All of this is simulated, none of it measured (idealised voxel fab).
Process module in this document: voxel gate over fins
Section cut is 255 nm wide and gridded with 5 nm square cells.
If you're reading a cross-section in this doc, picture square cells in a grid; it comes to you as bands, top ones listed first down to the bottom, and a band can be one or more rows of cells.
Heights first: top, then bottom, in nm. Then materials, left to right, each with a width in nm. "full width" on a single material: fills the band edge to edge. "air": empty space.
Below 0: as-received wafer, all one material; heights counted from there. Lowest band: no bottom, goes on down, written "from 0 down".
Think of "30->40" as a width that walks from the first number to the second as you go down the band, top row to bottom row, taking equal-sized steps from row to row.
"nothing was modified", as given for a step, is the statement that not any cell of the cross-section underwent a change during that step.
Under "Trapped voids" you'll find the enclosed gaps, the ones with no way out to the top, that are 8 cells or bigger; each reads width x height at distance, with distance counted from the left edge, everything in nm.
Text after the settings on a step's line: the simulator's own remark on that step.
overlay nm: on a step with a mask, how far right of its planned place the mask lay; negative means left.
## Planned process steps
1 RECEIVE [material Si]
2 CONFORMAL_DEP [material SiN] [thk nm 5]
3 DIRECTIONAL_DEP [material aC] [thk nm 10]
4 PATTERN [tone cover] [mask id FINS] [material resist] [width nm 15] [pitch nm 50] [thk nm 25] [overlay nm 0]
5 DIRECTIONAL_ETCH [etch materials aC] [depth nm 10]
6 STRIP [etch materials resist]
7 DIRECTIONAL_ETCH [etch materials SiN] [depth nm 5]
8 DIRECTIONAL_ETCH [etch materials Si] [depth nm 30]
9 STRIP [etch materials aC]
10 FILL_DEP [material SiO2] [thk nm 15]
11 CMP [height nm 5]
12 MASKED_ETCH [tone open] [mask id RAIL] [width nm 15] [etch materials SiO2] [depth nm 30] [overlay nm 0]
13 CONFORMAL_DEP [material TiN] [thk nm 5]
14 FILL_DEP [material W] [thk nm 10]
15 CMP [height nm 5]
16 SELECTIVE_ETCH [etch materials W Ru TiN] [depth nm 25]
17 FILL_DEP [material SiO2] [thk nm 5]
18 CMP [height nm 5]
19 SELECTIVE_ETCH [etch materials SiO2] [depth nm 15]
20 STRIP [etch materials SiN]
21 CONFORMAL_DEP [material HfO2] [thk nm 5]
22 CONFORMAL_DEP [material TiN] [thk nm 5]
23 CONFORMAL_DEP [material TiAl] [thk nm 5]
24 CONFORMAL_DEP [material TiN] [thk nm 5]
25 FILL_DEP [material W] [thk nm 15]
26 CMP [height nm 30]
27 CONFORMAL_DEP [material SiN] [thk nm 5]
## Run as planned: first of two wafers
## Wafer as received: cross-section following step 1
  from 0 down: Si full width
  Trapped voids: none
## Cross-section of the wafer after step 2
  from 5 to 0: SiN full width
  Below 0, the layers are the same as they were.
## Cross-section of the wafer after step 3
  from 15 to 5: aC full width
  Below 5, the layers are the same as they were.
## Cross-section of the wafer after step 4
  from 40 to 15: air: 70  resist: 15  air: 35  resist: 15  air: 35  resist: 15  air: 70
  Below 15, the layers are the same as they were.
## Cross-section of the wafer after step 5
  from 30 to 15: air: 70  resist: 15  air: 35  resist: 15  air: 35  resist: 15  air: 70
  from 15 to 5: air: 70  aC: 15  air: 35  aC: 15  air: 35  aC: 15  air: 70
  Below 5, the layers are the same as they were.
## Cross-section of the wafer after step 6
  from 15 to 5: air: 70  aC: 15  air: 35  aC: 15  air: 35  aC: 15  air: 70
  Below 5, the layers are the same as they were.
## Cross-section of the wafer after step 7
  from 15 to 5: air: 70  aC: 15  air: 35  aC: 15  air: 35  aC: 15  air: 70
  from 5 to 0: air: 70  SiN: 15  air: 35  SiN: 15  air: 35  SiN: 15  air: 70
  Below 0, the layers are the same as they were.
## Cross-section of the wafer after step 8
  from 15 to 5: air: 70  aC: 15  air: 35  aC: 15  air: 35  aC: 15  air: 70
  from 5 to 0: air: 70  SiN: 15  air: 35  SiN: 15  air: 35  SiN: 15  air: 70
  from 0 to -30: air: 70  Si: 15  air: 35  Si: 15  air: 35  Si: 15  air: 70
  Below -30, the layers are the same as they were.
## Cross-section of the wafer after step 9
  from 5 to 0: air: 70  SiN: 15  air: 35  SiN: 15  air: 35  SiN: 15  air: 70
  Below 0, the layers are the same as they were.
## Cross-section of the wafer after step 10
  from 20 to 5: SiO2 full width
  from 5 to 0: SiO2: 70  SiN: 15  SiO2: 35  SiN: 15  SiO2: 35  SiN: 15  SiO2: 70
  from 0 to -30: SiO2: 70  Si: 15  SiO2: 35  Si: 15  SiO2: 35  Si: 15  SiO2: 70
  Below -30, the layers are the same as they were.
## Cross-section of the wafer after step 11
  from 5 to 0: SiO2: 70  SiN: 15  SiO2: 35  SiN: 15  SiO2: 35  SiN: 15  SiO2: 70
  Below 0, the layers are the same as they were.
## Cross-section of the wafer after step 12
  from 5 to 0: SiO2: 70  SiN: 15  SiO2: 10  air: 15  SiO2: 10  SiN: 15  SiO2: 35  SiN: 15  SiO2: 70
  from 0 to -25: SiO2: 70  Si: 15  SiO2: 10  air: 15  SiO2: 10  Si: 15  SiO2: 35  Si: 15  SiO2: 70
  Below -25, the layers are the same as they were.
## Cross-section of the wafer after step 13
  from 10 to 5: TiN: 100  air: 5  TiN: 150
  from 5 to 0: SiO2: 70  SiN: 15  SiO2: 10  TiN: 5  air: 5  TiN: 5  SiO2: 10  SiN: 15  SiO2: 35  SiN: 15  SiO2: 70
  from 0 to -20: SiO2: 70  Si: 15  SiO2: 10  TiN: 5  air: 5  TiN: 5  SiO2: 10  Si: 15  SiO2: 35  Si: 15  SiO2: 70
  from -20 to -25: SiO2: 70  Si: 15  SiO2: 10  TiN: 15  SiO2: 10  Si: 15  SiO2: 35  Si: 15  SiO2: 70
  Below -25, the layers are the same as they were.
## Cross-section of the wafer after step 14
  from 20 to 10: W full width
  from 10 to 5: TiN: 100  W: 5  TiN: 150
  from 5 to 0: SiO2: 70  SiN: 15  SiO2: 10  TiN: 5  W: 5  TiN: 5  SiO2: 10  SiN: 15  SiO2: 35  SiN: 15  SiO2: 70
  from 0 to -20: SiO2: 70  Si: 15  SiO2: 10  TiN: 5  W: 5  TiN: 5  SiO2: 10  Si: 15  SiO2: 35  Si: 15  SiO2: 70
  Below -20, the layers are the same as they were.
## Cross-section of the wafer after step 15
  from 5 to 0: SiO2: 70  SiN: 15  SiO2: 10  TiN: 5  W: 5  TiN: 5  SiO2: 10  SiN: 15  SiO2: 35  SiN: 15  SiO2: 70
  Below 0, the layers are the same as they were.
## Cross-section of the wafer after step 16
  from 5 to 0: SiO2: 70  SiN: 15  SiO2: 10  air: 15  SiO2: 10  SiN: 15  SiO2: 35  SiN: 15  SiO2: 70
  from 0 to -20: SiO2: 70  Si: 15  SiO2: 10  air: 15  SiO2: 10  Si: 15  SiO2: 35  Si: 15  SiO2: 70
  Below -20, the layers are the same as they were.
## Cross-section of the wafer after step 17
  from 10 to 5: SiO2 full width
  from 5 to 0: SiO2: 70  SiN: 15  SiO2: 35  SiN: 15  SiO2: 35  SiN: 15  SiO2: 70
  from 0 to -20: SiO2: 70  Si: 15  SiO2: 35  Si: 15  SiO2: 35  Si: 15  SiO2: 70
  Below -20, the layers are the same as they were.
## Cross-section of the wafer after step 18
  from 5 to 0: SiO2: 70  SiN: 15  SiO2: 35  SiN: 15  SiO2: 35  SiN: 15  SiO2: 70
  Below 0, the layers are the same as they were.
## Cross-section of the wafer after step 19
  from 5 to 0: air: 70  SiN: 15  air: 35  SiN: 15  air: 35  SiN: 15  air: 70
  from 0 to -10: air: 70  Si: 15  air: 35  Si: 15  air: 35  Si: 15  air: 70
  Below -10, the layers are the same as they were.
## Cross-section of the wafer after step 20
  from 0 to -10: air: 70  Si: 15  air: 35  Si: 15  air: 35  Si: 15  air: 70
  Below -10, the layers are the same as they were.
## Cross-section of the wafer after step 21
  from 5 to 0: air: 65  HfO2: 25  air: 25  HfO2: 25  air: 25  HfO2: 25  air: 65
  from 0 to -5: air: 65  HfO2: 5  Si: 15  HfO2: 5  air: 25  HfO2: 5  Si: 15  HfO2: 5  air: 25  HfO2: 5  Si: 15  HfO2: 5  air: 65
  from -5 to -10: HfO2: 70  Si: 15  HfO2: 35  Si: 15  HfO2: 35  Si: 15  HfO2: 70
  Below -10, the layers are the same as they were.
## Cross-section of the wafer after step 22
  from 10 to 5: air: 60  TiN: 35  air: 15  TiN: 35  air: 15  TiN: 35  air: 60
  from 5 to 0: air: 60  TiN: 5  HfO2: 25  TiN: 5  air: 15  TiN: 5  HfO2: 25  TiN: 5  air: 15  TiN: 5  HfO2: 25  TiN: 5  air: 60
  from 0 to -5: TiN: 65  HfO2: 5  Si: 15  HfO2: 5  TiN: 25  HfO2: 5  Si: 15  HfO2: 5  TiN: 25  HfO2: 5  Si: 15  HfO2: 5  TiN: 65
  Below -5, the layers are the same as they were.
## Cross-section of the wafer after step 23
  from 15 to 10: air: 55  TiAl: 45  air: 5  TiAl: 45  air: 5  TiAl: 45  air: 55
  from 10 to 5: air: 55  TiAl: 5  TiN: 35  TiAl: 5  air: 5  TiAl: 5  TiN: 35  TiAl: 5  air: 5  TiAl: 5  TiN: 35  TiAl: 5  air: 55
  from 5 to 0: TiAl: 60  TiN: 5  HfO2: 25  TiN: 5  TiAl: 15  TiN: 5  HfO2: 25  TiN: 5  TiAl: 15  TiN: 5  HfO2: 25  TiN: 5  TiAl: 60
  Below 0, the layers are the same as they were.
## Cross-section of the wafer after step 24
  from 20 to 15: air: 50  TiN: 155  air: 50
  from 15 to 10: air: 50  TiN: 5  TiAl: 45  TiN: 5  TiAl: 45  TiN: 5  TiAl: 45  TiN: 5  air: 50
  from 10 to 5: TiN: 55  TiAl: 5  TiN: 35  TiAl: 5  TiN: 5  TiAl: 5  TiN: 35  TiAl: 5  TiN: 5  TiAl: 5  TiN: 35  TiAl: 5  TiN: 55
  Below 5, the layers are the same as they were.
## Cross-section of the wafer after step 25
  from 35 to 20: W full width
  from 20 to 15: W: 50  TiN: 155  W: 50
  from 15 to 10: W: 50  TiN: 5  TiAl: 45  TiN: 5  TiAl: 45  TiN: 5  TiAl: 45  TiN: 5  W: 50
  Below 10, the layers are the same as they were.
## Cross-section of the wafer after step 26
  from 30 to 20: W full width
  Below 20, the layers are the same as they were.
## Cross-section of the wafer after step 27
  from 35 to 30: SiN full width
  Below 30, the layers are the same as they were.
## The second wafer began exactly as the first did and followed the same plan, but one mistake was made while running it; through step 11 inclusive, the two wafers are identical
## Second wafer, sectioned view, at step 12's planned end time
  from 5 to 0: SiO2: 70  SiN: 15  SiO2: 10  air: 20  SiO2: 5  SiN: 15  SiO2: 35  SiN: 15  SiO2: 70
  from 0 to -25: SiO2: 70  Si: 15  SiO2: 10  air: 20  SiO2: 5  Si: 15  SiO2: 35  Si: 15  SiO2: 70
  Below -25, the layers are the same as they were.
## Second wafer, sectioned view, at step 13's planned end time
  from 10 to 5: TiN: 100  air: 10  TiN: 145
  from 5 to 0: SiO2: 70  SiN: 15  SiO2: 10  TiN: 5  air: 10  TiN: 5  SiO2: 5  SiN: 15  SiO2: 35  SiN: 15  SiO2: 70
  from 0 to -20: SiO2: 70  Si: 15  SiO2: 10  TiN: 5  air: 10  TiN: 5  SiO2: 5  Si: 15  SiO2: 35  Si: 15  SiO2: 70
  from -20 to -25: SiO2: 70  Si: 15  SiO2: 10  TiN: 20  SiO2: 5  Si: 15  SiO2: 35  Si: 15  SiO2: 70
  Below -25, the layers are the same as they were.
## Second wafer, sectioned view, at step 14's planned end time
  from 20 to 10: W full width
  from 10 to 5: TiN: 100  W: 10  TiN: 145
  from 5 to 0: SiO2: 70  SiN: 15  SiO2: 10  TiN: 5  W: 10  TiN: 5  SiO2: 5  SiN: 15  SiO2: 35  SiN: 15  SiO2: 70
  from 0 to -20: SiO2: 70  Si: 15  SiO2: 10  TiN: 5  W: 10  TiN: 5  SiO2: 5  Si: 15  SiO2: 35  Si: 15  SiO2: 70
  Below -20, the layers are the same as they were.
## Second wafer, sectioned view, at step 15's planned end time
  from 5 to 0: SiO2: 70  SiN: 15  SiO2: 10  TiN: 5  W: 10  TiN: 5  SiO2: 5  SiN: 15  SiO2: 35  SiN: 15  SiO2: 70
  Below 0, the layers are the same as they were.
## Second wafer, sectioned view, at step 16's planned end time
  from 5 to 0: SiO2: 70  SiN: 15  SiO2: 10  air: 20  SiO2: 5  SiN: 15  SiO2: 35  SiN: 15  SiO2: 70
  from 0 to -20: SiO2: 70  Si: 15  SiO2: 10  air: 20  SiO2: 5  Si: 15  SiO2: 35  Si: 15  SiO2: 70
  Below -20, the layers are the same as they were.
## Second wafer, sectioned view, at step 17's planned end time
  from 10 to 5: SiO2 full width
  from 5 to 0: SiO2: 70  SiN: 15  SiO2: 35  SiN: 15  SiO2: 35  SiN: 15  SiO2: 70
  from 0 to -20: SiO2: 70  Si: 15  SiO2: 35  Si: 15  SiO2: 35  Si: 15  SiO2: 70
  Below -20, the layers are the same as they were.
## Second wafer, sectioned view, at step 18's planned end time
  from 5 to 0: SiO2: 70  SiN: 15  SiO2: 35  SiN: 15  SiO2: 35  SiN: 15  SiO2: 70
  Below 0, the layers are the same as they were.
## Second wafer, sectioned view, at step 19's planned end time
  from 5 to 0: air: 70  SiN: 15  air: 35  SiN: 15  air: 35  SiN: 15  air: 70
  from 0 to -10: air: 70  Si: 15  air: 35  Si: 15  air: 35  Si: 15  air: 70
  Below -10, the layers are the same as they were.
## Second wafer, sectioned view, at step 20's planned end time
  from 0 to -10: air: 70  Si: 15  air: 35  Si: 15  air: 35  Si: 15  air: 70
  Below -10, the layers are the same as they were.
## Second wafer, sectioned view, at step 21's planned end time
  from 5 to 0: air: 65  HfO2: 25  air: 25  HfO2: 25  air: 25  HfO2: 25  air: 65
  from 0 to -5: air: 65  HfO2: 5  Si: 15  HfO2: 5  air: 25  HfO2: 5  Si: 15  HfO2: 5  air: 25  HfO2: 5  Si: 15  HfO2: 5  air: 65
  from -5 to -10: HfO2: 70  Si: 15  HfO2: 35  Si: 15  HfO2: 35  Si: 15  HfO2: 70
  Below -10, the layers are the same as they were.
## Second wafer, sectioned view, at step 22's planned end time
  from 10 to 5: air: 60  TiN: 35  air: 15  TiN: 35  air: 15  TiN: 35  air: 60
  from 5 to 0: air: 60  TiN: 5  HfO2: 25  TiN: 5  air: 15  TiN: 5  HfO2: 25  TiN: 5  air: 15  TiN: 5  HfO2: 25  TiN: 5  air: 60
  from 0 to -5: TiN: 65  HfO2: 5  Si: 15  HfO2: 5  TiN: 25  HfO2: 5  Si: 15  HfO2: 5  TiN: 25  HfO2: 5  Si: 15  HfO2: 5  TiN: 65
  Below -5, the layers are the same as they were.
## Second wafer, sectioned view, at step 23's planned end time
  from 15 to 10: air: 55  TiAl: 45  air: 5  TiAl: 45  air: 5  TiAl: 45  air: 55
  from 10 to 5: air: 55  TiAl: 5  TiN: 35  TiAl: 5  air: 5  TiAl: 5  TiN: 35  TiAl: 5  air: 5  TiAl: 5  TiN: 35  TiAl: 5  air: 55
  from 5 to 0: TiAl: 60  TiN: 5  HfO2: 25  TiN: 5  TiAl: 15  TiN: 5  HfO2: 25  TiN: 5  TiAl: 15  TiN: 5  HfO2: 25  TiN: 5  TiAl: 60
  Below 0, the layers are the same as they were.
## Second wafer, sectioned view, at step 24's planned end time
  from 20 to 15: air: 50  TiN: 155  air: 50
  from 15 to 10: air: 50  TiN: 5  TiAl: 45  TiN: 5  TiAl: 45  TiN: 5  TiAl: 45  TiN: 5  air: 50
  from 10 to 5: TiN: 55  TiAl: 5  TiN: 35  TiAl: 5  TiN: 5  TiAl: 5  TiN: 35  TiAl: 5  TiN: 5  TiAl: 5  TiN: 35  TiAl: 5  TiN: 55
  Below 5, the layers are the same as they were.
## Second wafer, sectioned view, at step 25's planned end time
  from 35 to 20: W full width
  from 20 to 15: W: 50  TiN: 155  W: 50
  from 15 to 10: W: 50  TiN: 5  TiAl: 45  TiN: 5  TiAl: 45  TiN: 5  TiAl: 45  TiN: 5  W: 50
  Below 10, the layers are the same as they were.
## Second wafer, sectioned view, at step 26's planned end time
  from 30 to 20: W full width
  Below 20, the layers are the same as they were.
## Second wafer, sectioned view, at step 27's planned end time
  from 35 to 30: SiN full width
  Below 30, the layers are the same as they were.
Plan not followed: not per plan at step 12, really ran MASKED_ETCH [tone open] [mask id RAIL] [width nm 20] [etch materials SiO2] [depth nm 30] [overlay nm 0]
In the final state, the cell counts of the second wafer exceed or fall short of those of the first for the following materials: -1 SiO2, +1 TiN
